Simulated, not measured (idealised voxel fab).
process module | voxel released beams
cross-section cut | 230 nm wide | cells 5 nm
A cross-section is a grid of square cells, given in bands from the top down. A band is one or more rows of cells.
Each band's line starts with the height of the band's top and of its bottom, in nm. Then come its materials from left to right, each with its width in nm. One material with "throughout" fills the band from edge to edge. "air" is empty space.
Height 0 is the level under which the wafer as received is all one material. The lowest band goes on downwards, as in "0 down".
A width such as "30 to 40" changes by the same amount from each row of cells to the next, from the band's top row to its bottom row.
"no change" after a step means that no cell of the cross-section changed.
closed voids: empty space of 8 cells or more with no open way to the top, each as width x height at its distance from the left edge, in nm
after a step's settings: what the simulator itself notes on the step
overlay nm, on a step with a mask: how far to the right of its planned place the mask lay; to the left if negative
plan
1 op RECEIVE | material Si
2 op CONFORMAL_DEP | material SiN | thk nm 5
3 op DIRECTIONAL_DEP | material SiO2 | thk nm 10
4 op DIRECTIONAL_DEP | material aC | thk nm 10
5 op PATTERN | tone open | mask id ANCHOR | material resist | width nm 45 | thk nm 30 | overlay nm 0
6 op DIRECTIONAL_ETCH | etch materials aC | depth nm 10
7 op STRIP | etch materials resist
8 op DIRECTIONAL_ETCH | etch materials SiO2 | depth nm 10
9 op STRIP | etch materials aC
10 op CONFORMAL_DEP | material TiN | thk nm 15
11 op PATTERN | tone cover | mask id BEAM | material resist | width nm 120 | thk nm 15 | overlay nm 0
12 op DIRECTIONAL_ETCH | etch materials TiN | depth nm 15
13 op STRIP | etch materials resist
14 op STRIP | etch materials SiO2
as received, after step 1
  0 down: Si throughout
  closed voids: none
first wafer at the end, as planned
  30 to 20: air 50 | TiN 20 | air 15 | TiN 85 | air 60
  20 to 15: air 50 | TiN 120 | air 60
  15 to 5: air 55 | TiN 45 | air 130
  5 to 0: SiN throughout
  0 down: Si throughout
  closed voids: none
second wafer at the end: like start, like plan, one mistake
  30 to 20: air 50 | TiN 10 | air 15 | TiN 95 | air 60
  20 to 15: air 50 | TiN 120 | air 60
  15 to 5: air 45 | TiN 45 | air 140
  5 to 0: SiN throughout
  0 down: Si throughout
  closed voids: none
what went wrong: step 5 ran as: op PATTERN | tone open | mask id ANCHOR | material resist | width nm 45 | thk nm 30 | overlay nm -10
at the end the second wafer has, in cells: as many of each material as the first, in other places
